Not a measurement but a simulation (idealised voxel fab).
process module | voxel capacitor over wiring
Displayed cross-section: cut, width of 180 nm, square cells sized 5 nm.
Cross-section, as written here: a square-cell grid given band by band from the top down, where a band holds one or more rows of cells. Quick guide to a band line: top height, bottom height (nm) up front; then every material left to right with its width in nm. Only one material and it's marked "edge to edge"? Then it fills the band edge to edge. And "empty" just means empty space. Heights from 0 (as-received wafer is one material below). Bottom band endless downward, as "z 0 and below". A width such as "30..40" changes by the same amount from each row of cells to the next, from the band's top row to its bottom row. Any step labelled "remains unaltered" changed none of the cells in the cross-section. "Closed cavities" - sealed voids, min. 8 cells, no opening to top; format: width x height at distance (distance from left edge; nm throughout). If you see something after the settings on a step's line, that's the simulator's own remark about that step. For masked steps, "overlay nm" on the step line gives how far right of plan the mask actually lay; a minus sign means it lay to the left.

The planned process steps are enumerated hereunder
1. RECEIVE: material Si
2. CONFORMAL_DEP: material SiO2, thk nm 15
3. DIRECTIONAL_DEP: material TiN, thk nm 5
4. DIRECTIONAL_DEP: material Ru, thk nm 20
5. PATTERN: tone cover, mask id METAL_1, material resist, width nm 25, pitch nm 95, thk nm 20, overlay nm 0
6. DIRECTIONAL_ETCH: etch materials Ru, depth nm 20
7. DIRECTIONAL_ETCH: etch materials TiN, depth nm 5
8. STRIP: etch materials resist
9. CONFORMAL_DEP: material SiCN, thk nm 5
10. FILL_DEP: material lowk, thk nm 5
11. CMP: height nm 40
12. CONFORMAL_DEP: material SiCN, thk nm 5
13. DIRECTIONAL_DEP: material SiO2, thk nm 10
14. DIRECTIONAL_DEP: material aC, thk nm 15
15. PATTERN: tone open, mask id PLUG_1, material resist, width nm 15, thk nm 35, overlay nm 0
16. DIRECTIONAL_ETCH: etch materials aC, depth nm 15
17. STRIP: etch materials resist
18. DIRECTIONAL_ETCH: etch materials SiO2, depth nm 10
19. DIRECTIONAL_ETCH: etch materials SiCN, depth nm 5
20. STRIP: etch materials aC
21. EPI: material Ru, thk nm 10
22. EPI: material Ru, thk nm 5
23. DIRECTIONAL_DEP: material TiN, thk nm 5
24. DIRECTIONAL_DEP: material HfO2, thk nm 5
25. DIRECTIONAL_DEP: material TiN, thk nm 5
26. DIRECTIONAL_DEP: material aC, thk nm 15
27. PATTERN: tone cover, mask id UPPER_PLATE, material resist, width nm 75, thk nm 30, overlay nm 0
28. DIRECTIONAL_ETCH: etch materials aC, depth nm 15
29. STRIP: etch materials resist
30. DIRECTIONAL_ETCH: etch materials TiN, depth nm 5
31. DIRECTIONAL_ETCH: etch materials HfO2, depth nm 5
32. STRIP: etch materials aC
33. DIRECTIONAL_DEP: material aC, thk nm 15
34. PATTERN: tone cover, mask id LOWER_PLATE, material resist, width nm 85, thk nm 35, overlay nm 0
35. DIRECTIONAL_ETCH: etch materials aC, depth nm 15
36. STRIP: etch materials resist
37. DIRECTIONAL_ETCH: etch materials TiN, depth nm 5
38. STRIP: etch materials aC
39. FILL_DEP: material SiO2, thk nm 15
40. CMP: height nm 80
41. DIRECTIONAL_DEP: material aC, thk nm 10
42. PATTERN: tone open, mask id PLUG_2, material resist, width nm 15, thk nm 30, overlay nm 0
43. DIRECTIONAL_ETCH: etch materials aC, depth nm 10
44. STRIP: etch materials resist
45. DIRECTIONAL_ETCH: etch materials SiO2, depth nm 10
46. STRIP: etch materials aC
47. CONFORMAL_DEP: material TiN, thk nm 5
48. FILL_DEP: material W, thk nm 10
49. CMP: height nm 80
50. CONFORMAL_DEP: material SiCN, thk nm 5

First wafer of two (run as planned)

As-received state of the wafer in cross-section, equivalent to post-step 1
	z 0 and below | Si edge to edge
	Closed cavities: none

Wafer xsec, post step 2
	z 15 to 0 | SiO2 edge to edge
	Anything lower than 0 is untouched.

Wafer xsec, post step 3
	z 20 to 15 | TiN edge to edge
	Anything lower than 15 is untouched.

Wafer xsec, post step 4
	z 40 to 20 | Ru edge to edge
	Anything lower than 20 is untouched.

Wafer xsec, post step 5
	z 60 to 40 | 30 nm empty  25 nm resist  70 nm empty  25 nm resist  30 nm empty
	Anything lower than 40 is untouched.

Wafer xsec, post step 6
	z 60 to 40 | 30 nm empty  25 nm resist  70 nm empty  25 nm resist  30 nm empty
	z 40 to 20 | 30 nm empty  25 nm Ru  70 nm empty  25 nm Ru  30 nm empty
	Anything lower than 20 is untouched.

Wafer xsec, post step 7
	z 60 to 40 | 30 nm empty  25 nm resist  70 nm empty  25 nm resist  30 nm empty
	z 40 to 20 | 30 nm empty  25 nm Ru  70 nm empty  25 nm Ru  30 nm empty
	z 20 to 15 | 30 nm empty  25 nm TiN  70 nm empty  25 nm TiN  30 nm empty
	Anything lower than 15 is untouched.

Wafer xsec, post step 8
	z 40 to 20 | 30 nm empty  25 nm Ru  70 nm empty  25 nm Ru  30 nm empty
	Anything lower than 20 is untouched.

Wafer xsec, post step 9
	z 45 to 40 | 25 nm empty  35 nm SiCN  60 nm empty  35 nm SiCN  25 nm empty
	z 40 to 20 | 25 nm empty  5 nm SiCN  25 nm Ru  5 nm SiCN  60 nm empty  5 nm SiCN  25 nm Ru  5 nm SiCN  25 nm empty
	z 20 to 15 | 30 nm SiCN  25 nm TiN  70 nm SiCN  25 nm TiN  30 nm SiCN
	Anything lower than 15 is untouched.

Wafer xsec, post step 10
	z 50 to 45 | lowk edge to edge
	z 45 to 40 | 25 nm lowk  35 nm SiCN  60 nm lowk  35 nm SiCN  25 nm lowk
	z 40 to 20 | 25 nm lowk  5 nm SiCN  25 nm Ru  5 nm SiCN  60 nm lowk  5 nm SiCN  25 nm Ru  5 nm SiCN  25 nm lowk
	Anything lower than 20 is untouched.

Wafer xsec, post step 11
	z 40 to 20 | 25 nm lowk  5 nm SiCN  25 nm Ru  5 nm SiCN  60 nm lowk  5 nm SiCN  25 nm Ru  5 nm SiCN  25 nm lowk
	Anything lower than 20 is untouched.

Wafer xsec, post step 12
	z 45 to 40 | SiCN edge to edge
	Anything lower than 40 is untouched.

Wafer xsec, post step 13
	z 55 to 45 | SiO2 edge to edge
	Anything lower than 45 is untouched.

Wafer xsec, post step 14
	z 70 to 55 | aC edge to edge
	Anything lower than 55 is untouched.

Wafer xsec, post step 15
	z 105 to 70 | 40 nm resist  15 nm empty  125 nm resist
	Anything lower than 70 is untouched.

Wafer xsec, post step 16
	z 90 to 70 | 40 nm resist  15 nm empty  125 nm resist
	z 70 to 55 | 40 nm aC  15 nm empty  125 nm aC
	Anything lower than 55 is untouched.

Wafer xsec, post step 17
	z 70 to 55 | 40 nm aC  15 nm empty  125 nm aC
	Anything lower than 55 is untouched.

Wafer xsec, post step 18
	z 70 to 55 | 40 nm aC  15 nm empty  125 nm aC
	z 55 to 45 | 40 nm SiO2  15 nm empty  125 nm SiO2
	Anything lower than 45 is untouched.

Wafer xsec, post step 19
	z 70 to 55 | 40 nm aC  15 nm empty  125 nm aC
	z 55 to 45 | 40 nm SiO2  15 nm empty  125 nm SiO2
	z 45 to 40 | 40 nm SiCN  15 nm empty  125 nm SiCN
	Anything lower than 40 is untouched.

Wafer xsec, post step 20
	z 55 to 45 | 40 nm SiO2  15 nm empty  125 nm SiO2
	Anything lower than 45 is untouched.

Wafer xsec, post step 21
	z 55 to 50 | 40 nm SiO2  15 nm empty  125 nm SiO2
	z 50 to 45 | 40 nm SiO2  15 nm Ru  125 nm SiO2
	z 45 to 40 | 40 nm SiCN  15 nm Ru  125 nm SiCN
	Anything lower than 40 is untouched.

Wafer xsec, post step 22
	z 55 to 45 | 40 nm SiO2  15 nm Ru  125 nm SiO2
	Anything lower than 45 is untouched.

Wafer xsec, post step 23
	z 60 to 55 | TiN edge to edge
	Anything lower than 55 is untouched.

Wafer xsec, post step 24
	z 65 to 60 | HfO2 edge to edge
	Anything lower than 60 is untouched.

Wafer xsec, post step 25
	z 70 to 65 | TiN edge to edge
	Anything lower than 65 is untouched.

Wafer xsec, post step 26
	z 85 to 70 | aC edge to edge
	Anything lower than 70 is untouched.

Wafer xsec, post step 27
	z 115 to 85 | 40 nm empty  75 nm resist  65 nm empty
	Anything lower than 85 is untouched.

Wafer xsec, post step 28
	z 100 to 85 | 40 nm empty  75 nm resist  65 nm empty
	z 85 to 70 | 40 nm empty  75 nm aC  65 nm empty
	Anything lower than 70 is untouched.

Wafer xsec, post step 29
	z 85 to 70 | 40 nm empty  75 nm aC  65 nm empty
	Anything lower than 70 is untouched.

Wafer xsec, post step 30
	z 85 to 70 | 40 nm empty  75 nm aC  65 nm empty
	z 70 to 65 | 40 nm empty  75 nm TiN  65 nm empty
	Anything lower than 65 is untouched.

Wafer xsec, post step 31
	z 85 to 70 | 40 nm empty  75 nm aC  65 nm empty
	z 70 to 65 | 40 nm empty  75 nm TiN  65 nm empty
	z 65 to 60 | 40 nm empty  75 nm HfO2  65 nm empty
	Anything lower than 60 is untouched.

Wafer xsec, post step 32
	z 70 to 65 | 40 nm empty  75 nm TiN  65 nm empty
	Anything lower than 65 is untouched.

Wafer xsec, post step 33
	z 85 to 75 | 40 nm empty  75 nm aC  65 nm empty
	z 75 to 70 | aC edge to edge
	z 70 to 65 | 40 nm aC  75 nm TiN  65 nm aC
	z 65 to 60 | 40 nm aC  75 nm HfO2  65 nm aC
	Anything lower than 60 is untouched.

Wafer xsec, post step 34
	z 120 to 85 | 35 nm empty  85 nm resist  60 nm empty
	z 85 to 75 | 35 nm empty  5 nm resist  75 nm aC  5 nm resist  60 nm empty
	Anything lower than 75 is untouched.

Wafer xsec, post step 35
	z 105 to 85 | 35 nm empty  85 nm resist  60 nm empty
	z 85 to 75 | 35 nm empty  5 nm resist  75 nm aC  5 nm resist  60 nm empty
	z 75 to 70 | 35 nm empty  85 nm aC  60 nm empty
	z 70 to 65 | 35 nm empty  5 nm aC  75 nm TiN  5 nm aC  60 nm empty
	z 65 to 60 | 35 nm empty  5 nm aC  75 nm HfO2  5 nm aC  60 nm empty
	Anything lower than 60 is untouched.

Wafer xsec, post step 36
	z 85 to 75 | 40 nm empty  75 nm aC  65 nm empty
	Anything lower than 75 is untouched.

Wafer xsec, post step 37
	z 85 to 75 | 40 nm empty  75 nm aC  65 nm empty
	z 75 to 70 | 35 nm empty  85 nm aC  60 nm empty
	z 70 to 65 | 35 nm empty  5 nm aC  75 nm TiN  5 nm aC  60 nm empty
	z 65 to 60 | 35 nm empty  5 nm aC  75 nm HfO2  5 nm aC  60 nm empty
	z 60 to 55 | 35 nm empty  85 nm TiN  60 nm empty
	Anything lower than 55 is untouched.

Wafer xsec, post step 38
	z 70 to 65 | 40 nm empty  75 nm TiN  65 nm empty
	z 65 to 60 | 40 nm empty  75 nm HfO2  65 nm empty
	Anything lower than 60 is untouched.

Wafer xsec, post step 39
	z 85 to 70 | SiO2 edge to edge
	z 70 to 65 | 40 nm SiO2  75 nm TiN  65 nm SiO2
	z 65 to 60 | 40 nm SiO2  75 nm HfO2  65 nm SiO2
	z 60 to 55 | 35 nm SiO2  85 nm TiN  60 nm SiO2
	Anything lower than 55 is untouched.

Wafer xsec, post step 40
	z 80 to 70 | SiO2 edge to edge
	Anything lower than 70 is untouched.

Wafer xsec, post step 41
	z 90 to 80 | aC edge to edge
	Anything lower than 80 is untouched.

Wafer xsec, post step 42
	z 120 to 90 | 50 nm resist  15 nm empty  115 nm resist
	Anything lower than 90 is untouched.

Wafer xsec, post step 43
	z 110 to 90 | 50 nm resist  15 nm empty  115 nm resist
	z 90 to 80 | 50 nm aC  15 nm empty  115 nm aC
	Anything lower than 80 is untouched.

Wafer xsec, post step 44
	z 90 to 80 | 50 nm aC  15 nm empty  115 nm aC
	Anything lower than 80 is untouched.

Wafer xsec, post step 45
	z 90 to 80 | 50 nm aC  15 nm empty  115 nm aC
	z 80 to 70 | 50 nm SiO2  15 nm empty  115 nm SiO2
	Anything lower than 70 is untouched.

Wafer xsec, post step 46
	z 80 to 70 | 50 nm SiO2  15 nm empty  115 nm SiO2
	Anything lower than 70 is untouched.

Wafer xsec, post step 47
	z 85 to 80 | 55 nm TiN  5 nm empty  120 nm TiN
	z 80 to 75 | 50 nm SiO2  5 nm TiN  5 nm empty  5 nm TiN  115 nm SiO2
	z 75 to 65 | 50..40 nm SiO2  15..75 nm TiN  115..65 nm SiO2
	Anything lower than 65 is untouched.

Wafer xsec, post step 48
	z 95 to 85 | W edge to edge
	z 85 to 80 | 55 nm TiN  5 nm W  120 nm TiN
	z 80 to 75 | 50 nm SiO2  5 nm TiN  5 nm W  5 nm TiN  115 nm SiO2
	Anything lower than 75 is untouched.

Wafer xsec, post step 49
	z 80 to 75 | 50 nm SiO2  5 nm TiN  5 nm W  5 nm TiN  115 nm SiO2
	Anything lower than 75 is untouched.

Wafer xsec, post step 50
	z 85 to 80 | SiCN edge to edge
	Anything lower than 80 is untouched.

The Second Wafer: Common Origin and Plan, One Mistake in Execution, Identical to the First Through Step 26

Here is the second wafer in cross-section at the point where step 27 of the plan should have been done
	z 115 to 85 | 40 nm resist  75 nm empty  65 nm resist
	Anything lower than 85 is untouched.

Here is the second wafer in cross-section at the point where step 28 of the plan should have been done
	z 100 to 85 | 40 nm resist  75 nm empty  65 nm resist
	z 85 to 70 | 40 nm aC  75 nm empty  65 nm aC
	Anything lower than 70 is untouched.

Here is the second wafer in cross-section at the point where step 29 of the plan should have been done
	z 85 to 70 | 40 nm aC  75 nm empty  65 nm aC
	Anything lower than 70 is untouched.

Here is the second wafer in cross-section at the point where step 30 of the plan should have been done
	z 85 to 70 | 40 nm aC  75 nm empty  65 nm aC
	z 70 to 65 | 40 nm TiN  75 nm empty  65 nm TiN
	Anything lower than 65 is untouched.

Here is the second wafer in cross-section at the point where step 31 of the plan should have been done
	z 85 to 70 | 40 nm aC  75 nm empty  65 nm aC
	z 70 to 65 | 40 nm TiN  75 nm empty  65 nm TiN
	z 65 to 60 | 40 nm HfO2  75 nm empty  65 nm HfO2
	Anything lower than 60 is untouched.

Here is the second wafer in cross-section at the point where step 32 of the plan should have been done
	z 70 to 65 | 40 nm TiN  75 nm empty  65 nm TiN
	Anything lower than 65 is untouched.

Here is the second wafer in cross-section at the point where step 33 of the plan should have been done
	z 85 to 75 | 40 nm aC  75 nm empty  65 nm aC
	z 75 to 70 | aC edge to edge
	z 70 to 65 | 40 nm TiN  75 nm aC  65 nm TiN
	z 65 to 60 | 40 nm HfO2  75 nm aC  65 nm HfO2
	Anything lower than 60 is untouched.

Here is the second wafer in cross-section at the point where step 34 of the plan should have been done
	z 120 to 85 | 35 nm empty  85 nm resist  60 nm empty
	z 85 to 75 | 40 nm aC  75 nm resist  65 nm aC
	Anything lower than 75 is untouched.

Here is the second wafer in cross-section at the point where step 35 of the plan should have been done
	z 105 to 85 | 35 nm empty  85 nm resist  60 nm empty
	z 85 to 75 | 35 nm empty  5 nm aC  75 nm resist  5 nm aC  60 nm empty
	z 75 to 70 | 35 nm empty  85 nm aC  60 nm empty
	Anything lower than 70 is untouched.

Here is the second wafer in cross-section at the point where step 36 of the plan should have been done
	z 85 to 75 | 35 nm empty  5 nm aC  75 nm empty  5 nm aC  60 nm empty
	Anything lower than 75 is untouched.

Here is the second wafer in cross-section at the point where step 37 of the plan should have been done
	z 85 to 75 | 35 nm empty  5 nm aC  75 nm empty  5 nm aC  60 nm empty
	z 75 to 70 | 35 nm empty  85 nm aC  60 nm empty
	z 70 to 65 | 35 nm empty  5 nm TiN  75 nm aC  5 nm TiN  60 nm empty
	Anything lower than 65 is untouched.

Here is the second wafer in cross-section at the point where step 38 of the plan should have been done
	z 70 to 65 | 35 nm empty  5 nm TiN  75 nm empty  5 nm TiN  60 nm empty
	z 65 to 60 | 40 nm HfO2  75 nm empty  65 nm HfO2
	Anything lower than 60 is untouched.

Here is the second wafer in cross-section at the point where step 39 of the plan should have been done
	z 85 to 70 | SiO2 edge to edge
	z 70 to 65 | 35 nm SiO2  5 nm TiN  75 nm SiO2  5 nm TiN  60 nm SiO2
	z 65 to 60 | 40 nm HfO2  75 nm SiO2  65 nm HfO2
	Anything lower than 60 is untouched.

Here is the second wafer in cross-section at the point where step 40 of the plan should have been done
	z 80 to 70 | SiO2 edge to edge
	Anything lower than 70 is untouched.

Here is the second wafer in cross-section at the point where step 41 of the plan should have been done
	z 90 to 80 | aC edge to edge
	Anything lower than 80 is untouched.

Here is the second wafer in cross-section at the point where step 42 of the plan should have been done
	z 120 to 90 | 50 nm resist  15 nm empty  115 nm resist
	Anything lower than 90 is untouched.

Here is the second wafer in cross-section at the point where step 43 of the plan should have been done
	z 110 to 90 | 50 nm resist  15 nm empty  115 nm resist
	z 90 to 80 | 50 nm aC  15 nm empty  115 nm aC
	Anything lower than 80 is untouched.

Here is the second wafer in cross-section at the point where step 44 of the plan should have been done
	z 90 to 80 | 50 nm aC  15 nm empty  115 nm aC
	Anything lower than 80 is untouched.

Here is the second wafer in cross-section at the point where step 45 of the plan should have been done
	z 90 to 80 | 50 nm aC  15 nm empty  115 nm aC
	z 80 to 70 | 50 nm SiO2  15 nm empty  115 nm SiO2
	Anything lower than 70 is untouched.

Here is the second wafer in cross-section at the point where step 46 of the plan should have been done
	z 80 to 70 | 50 nm SiO2  15 nm empty  115 nm SiO2
	Anything lower than 70 is untouched.

Here is the second wafer in cross-section at the point where step 47 of the plan should have been done
	z 85 to 80 | 55 nm TiN  5 nm empty  120 nm TiN
	z 80 to 75 | 50 nm SiO2  5 nm TiN  5 nm empty  5 nm TiN  115 nm SiO2
	z 75 to 70 | 50 nm SiO2  15 nm TiN  115 nm SiO2
	Anything lower than 70 is untouched.

Here is the second wafer in cross-section at the point where step 48 of the plan should have been done
	z 95 to 85 | W edge to edge
	z 85 to 80 | 55 nm TiN  5 nm W  120 nm TiN
	z 80 to 75 | 50 nm SiO2  5 nm TiN  5 nm W  5 nm TiN  115 nm SiO2
	Anything lower than 75 is untouched.

Here is the second wafer in cross-section at the point where step 49 of the plan should have been done
	z 80 to 75 | 50 nm SiO2  5 nm TiN  5 nm W  5 nm TiN  115 nm SiO2
	Anything lower than 75 is untouched.

Here is the second wafer in cross-section at the point where step 50 of the plan should have been done
	z 85 to 80 | SiCN edge to edge
	Anything lower than 80 is untouched.
What broke from the plan during processing? off-plan run, step 27, actual operation and settings PATTERN: tone open, mask id UPPER_PLATE, material resist, width nm 75, thk nm 30, overlay nm 0
The closing comparison, in cells, has the second wafer with more or fewer of some materials than the first: HfO2 +6; SiO2 -12; TiN +6
